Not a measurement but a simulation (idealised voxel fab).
process module | voxel self aligned vias
It is cross-section cut that appears here, measuring 200 nm in width, its square cells being 5 nm in size.
Cross-section spec: square-cell grid; bands listed top down; each band is one or more rows.
Quick guide to a band line: top height, bottom height (nm) up front; then every material left to right with its width in nm. Only one material and it's marked "everywhere"? Then it fills the band edge to edge. And "air" just means empty space.
Below 0: as-received wafer, all one material; heights counted from there. Lowest band: no bottom, goes on down, written "z 0 and below".
Per-row width for "30->40": begins at first number (top row of band), ends at second number (bottom row), increment between rows held constant.
Where a step carries "identical to before", the cross-section came out of it unchanged, cell for cell.
Reported under the label "Trapped cavities" are the empty spaces having no open way to the top and comprising 8 cells or more; the notation for each is width x height at distance, in which the distance is measured from the left edge and all three values are in nm.
Past the settings on a step's line: simulator remark, on that step.
The setting "overlay nm" may be written on the line of a step. When the step uses a mask, the value reports how far to the right of the planned place the mask lay, and a negative value reports that it lay to the left.
Planned step list for the process:
1 RECEIVE: material Si
2 CONFORMAL_DEP: material SiO2, thk nm 15
3 CONFORMAL_DEP: material SiCN, thk nm 5
4 DIRECTIONAL_DEP: material lowk, thk nm 20
5 PATTERN: tone open, mask id LINES, material resist, width nm 20, pitch nm 45, thk nm 20, overlay nm 0
6 DIRECTIONAL_ETCH: etch materials lowk, depth nm 20
7 STRIP: etch materials resist
8 CONFORMAL_DEP: material TiN, thk nm 5
9 FILL_DEP: material Ru, thk nm 10
10 CMP: height nm 40
11 SELECTIVE_ETCH: etch materials W Ru TiN, depth nm 10
12 FILL_DEP: material SiN, thk nm 10
13 CMP: height nm 40
14 DIRECTIONAL_DEP: material lowk, thk nm 15
15 MASKED_ETCH: tone open, mask id VIAS, width nm 30, pitch nm 90, etch materials lowk, depth nm 15, overlay nm 0
16 MASKED_ETCH: tone open, mask id VIAS, width nm 30, pitch nm 90, etch materials SiN, depth nm 10, overlay nm 0
17 CONFORMAL_DEP: material TiN, thk nm 5
18 FILL_DEP: material Ru, thk nm 5
19 CMP: height nm 55
20 CONFORMAL_DEP: material SiN, thk nm 5
Wafer, first of two, run as planned:
As-received wafer cross-section (after step 1):
    z 0 and below = Si everywhere
    Trapped cavities: none
Once step 2 is through, the wafer looks like this in cross-section:
    z 15 to 0 = SiO2 everywhere
    Below 0, no change.
Once step 3 is through, the wafer looks like this in cross-section:
    z 20 to 15 = SiCN everywhere
    Below 15, no change.
Once step 4 is through, the wafer looks like this in cross-section:
    z 40 to 20 = lowk everywhere
    Below 20, no change.
Once step 5 is through, the wafer looks like this in cross-section:
    z 60 to 40 = resist=45 | air=20 | resist=25 | air=20 | resist=25 | air=20 | resist=45
    Below 40, no change.
Once step 6 is through, the wafer looks like this in cross-section:
    z 60 to 40 = resist=45 | air=20 | resist=25 | air=20 | resist=25 | air=20 | resist=45
    z 40 to 20 = lowk=45 | air=20 | lowk=25 | air=20 | lowk=25 | air=20 | lowk=45
    Below 20, no change.
Once step 7 is through, the wafer looks like this in cross-section:
    z 40 to 20 = lowk=45 | air=20 | lowk=25 | air=20 | lowk=25 | air=20 | lowk=45
    Below 20, no change.
Once step 8 is through, the wafer looks like this in cross-section:
    z 45 to 40 = TiN=50 | air=10 | TiN=35 | air=10 | TiN=35 | air=10 | TiN=50
    z 40 to 25 = lowk=45 | TiN=5 | air=10 | TiN=5 | lowk=25 | TiN=5 | air=10 | TiN=5 | lowk=25 | TiN=5 | air=10 | TiN=5 | lowk=45
    z 25 to 20 = lowk=45 | TiN=20 | lowk=25 | TiN=20 | lowk=25 | TiN=20 | lowk=45
    Below 20, no change.
Once step 9 is through, the wafer looks like this in cross-section:
    z 55 to 45 = Ru everywhere
    z 45 to 40 = TiN=50 | Ru=10 | TiN=35 | Ru=10 | TiN=35 | Ru=10 | TiN=50
    z 40 to 25 = lowk=45 | TiN=5 | Ru=10 | TiN=5 | lowk=25 | TiN=5 | Ru=10 | TiN=5 | lowk=25 | TiN=5 | Ru=10 | TiN=5 | lowk=45
    Below 25, no change.
Once step 10 is through, the wafer looks like this in cross-section:
    z 40 to 25 = lowk=45 | TiN=5 | Ru=10 | TiN=5 | lowk=25 | TiN=5 | Ru=10 | TiN=5 | lowk=25 | TiN=5 | Ru=10 | TiN=5 | lowk=45
    Below 25, no change.
Once step 11 is through, the wafer looks like this in cross-section:
    z 40 to 30 = lowk=45 | air=20 | lowk=25 | air=20 | lowk=25 | air=20 | lowk=45
    Below 30, no change.
Once step 12 is through, the wafer looks like this in cross-section:
    z 50 to 40 = SiN everywhere
    z 40 to 30 = lowk=45 | SiN=20 | lowk=25 | SiN=20 | lowk=25 | SiN=20 | lowk=45
    Below 30, no change.
Once step 13 is through, the wafer looks like this in cross-section:
    z 40 to 30 = lowk=45 | SiN=20 | lowk=25 | SiN=20 | lowk=25 | SiN=20 | lowk=45
    Below 30, no change.
Once step 14 is through, the wafer looks like this in cross-section:
    z 55 to 40 = lowk everywhere
    Below 40, no change.
Once step 15 is through, the wafer looks like this in cross-section:
    z 55 to 40 = lowk=40 | air=30 | lowk=60 | air=30 | lowk=40
    Below 40, no change.
Once step 16 is through, the wafer looks like this in cross-section:
    z 55 to 40 = lowk=40 | air=30 | lowk=60 | air=30 | lowk=40
    z 40 to 30 = lowk=45 | air=20 | lowk=25 | SiN=20 | lowk=25 | air=20 | lowk=45
    Below 30, no change.
Once step 17 is through, the wafer looks like this in cross-section:
    z 60 to 55 = TiN=45 | air=20 | TiN=70 | air=20 | TiN=45
    z 55 to 45 = lowk=40 | TiN=5 | air=20 | TiN=5 | lowk=60 | TiN=5 | air=20 | TiN=5 | lowk=40
    z 45 to 40 = lowk=40 | TiN=10 | air=10 | TiN=10 | lowk=60 | TiN=10 | air=10 | TiN=10 | lowk=40
    z 40 to 35 = lowk=45 | TiN=5 | air=10 | TiN=5 | lowk=25 | SiN=20 | lowk=25 | TiN=5 | air=10 | TiN=5 | lowk=45
    z 35 to 30 = lowk=45 | TiN=20 | lowk=25 | SiN=20 | lowk=25 | TiN=20 | lowk=45
    Below 30, no change.
Once step 18 is through, the wafer looks like this in cross-section:
    z 65 to 60 = Ru everywhere
    z 60 to 55 = TiN=45 | Ru=20 | TiN=70 | Ru=20 | TiN=45
    z 55 to 45 = lowk=40 | TiN=5 | Ru=20 | TiN=5 | lowk=60 | TiN=5 | Ru=20 | TiN=5 | lowk=40
    z 45 to 40 = lowk=40 | TiN=10 | Ru=10 | TiN=10 | lowk=60 | TiN=10 | Ru=10 | TiN=10 | lowk=40
    z 40 to 35 = lowk=45 | TiN=5 | Ru=10 | TiN=5 | lowk=25 | SiN=20 | lowk=25 | TiN=5 | Ru=10 | TiN=5 | lowk=45
    Below 35, no change.
Once step 19 is through, the wafer looks like this in cross-section:
    z 55 to 45 = lowk=40 | TiN=5 | Ru=20 | TiN=5 | lowk=60 | TiN=5 | Ru=20 | TiN=5 | lowk=40
    Below 45, no change.
Once step 20 is through, the wafer looks like this in cross-section:
    z 60 to 55 = SiN everywhere
    Below 55, no change.
Second wafer: same start and same plan as the first, one execution error; identical to the first through step 14:
Second wafer profile in section, at the moment step 15 of the plan was meant to be complete:
    z 55 to 40 = air=40 | lowk=30 | air=60 | lowk=30 | air=40
    Below 40, no change.
Second wafer profile in section, at the moment step 16 of the plan was meant to be complete: identical to before
Second wafer profile in section, at the moment step 17 of the plan was meant to be complete:
    z 60 to 55 = air=35 | TiN=40 | air=50 | TiN=40 | air=35
    z 55 to 45 = air=35 | TiN=5 | lowk=30 | TiN=5 | air=50 | TiN=5 | lowk=30 | TiN=5 | air=35
    z 45 to 40 = TiN=40 | lowk=30 | TiN=60 | lowk=30 | TiN=40
    Below 40, no change.
Second wafer profile in section, at the moment step 18 of the plan was meant to be complete:
    z 65 to 60 = Ru everywhere
    z 60 to 55 = Ru=35 | TiN=40 | Ru=50 | TiN=40 | Ru=35
    z 55 to 45 = Ru=35 | TiN=5 | lowk=30 | TiN=5 | Ru=50 | TiN=5 | lowk=30 | TiN=5 | Ru=35
    Below 45, no change.
Second wafer profile in section, at the moment step 19 of the plan was meant to be complete:
    z 55 to 45 = Ru=35 | TiN=5 | lowk=30 | TiN=5 | Ru=50 | TiN=5 | lowk=30 | TiN=5 | Ru=35
    Below 45, no change.
Second wafer profile in section, at the moment step 20 of the plan was meant to be complete:
    z 60 to 55 = SiN everywhere
    Below 55, no change.
Here's what went sideways: step 15 deviated from plan and actually ran as MASKED_ETCH: tone cover, mask id VIAS, width nm 30, pitch nm 90, etch materials lowk, depth nm 15, overlay nm 0
End of process, cell counts, second wafer against first, materials with more or fewer: 24 more of Ru, 16 more of SiN, 8 more of TiN, 48 fewer of lowk
